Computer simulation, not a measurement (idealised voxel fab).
process module | voxel spacer lines
cross-section cut | 150 nm wide | cells 5 nm
A cross-section is a grid of square cells, given in bands from the top down. A band is one or more rows of cells.
Each band's line starts with the height of the band's top and of its bottom, in nm. Then come its materials from left to right, each with its width in nm. One material with "throughout" fills the band from edge to edge. "air" is empty space.
Height 0 is the level under which the wafer as received is all one material. The lowest band goes on downwards, as in "0 down".
A width such as "30 to 40" changes by the same amount from each row of cells to the next, from the band's top row to its bottom row.
"no change" after a step means that no cell of the cross-section changed.
closed voids: empty space of 8 cells or more with no open way to the top, each as width x height at its distance from the left edge, in nm
after a step's settings: what the simulator itself notes on the step
overlay nm, on a step with a mask: how far to the right of its planned place the mask lay; to the left if negative
plan
1 op RECEIVE | material Si
2 op CONFORMAL_DEP | material Al2O3 | thk nm 10
3 op DIRECTIONAL_DEP | material TiN | thk nm 15
4 op DIRECTIONAL_DEP | material polySi | thk nm 30
5 op PATTERN | tone cover | mask id MANDREL | material resist | width nm 15 | pitch nm 60 | thk nm 40 | overlay nm 0
6 op DIRECTIONAL_ETCH | etch materials polySi | depth nm 30
7 op STRIP | etch materials resist
8 op CONFORMAL_DEP | material SiN | thk nm 10
9 op DIRECTIONAL_ETCH | etch materials SiN | depth nm 10
10 op STRIP | etch materials polySi
11 op DIRECTIONAL_ETCH | etch materials TiN | depth nm 15
12 op STRIP | etch materials SiN
13 op FILL_DEP | material lowk | thk nm 10
14 op CMP | height nm 25
varied across the wafers: width nm of step 5. The plan shows the first wafer's value. All wafers start alike
first wafer as received, after step 1
  0 down: Si throughout
  closed voids: none
each wafer at the end: cells of each material gained (+) or lost (-) since it was received, then its closed voids
width nm 15 | +60 Al2O3 | +24 TiN | +66 lowk | closed voids: none
width nm 20 | +60 Al2O3 | +24 TiN | +66 lowk | closed voids: none
width nm 25 | +60 Al2O3 | +24 TiN | +66 lowk | closed voids: none
width nm 30 | +60 Al2O3 | +24 TiN | +66 lowk | closed voids: none
width nm 35 | +60 Al2O3 | +24 TiN | +66 lowk | closed voids: none
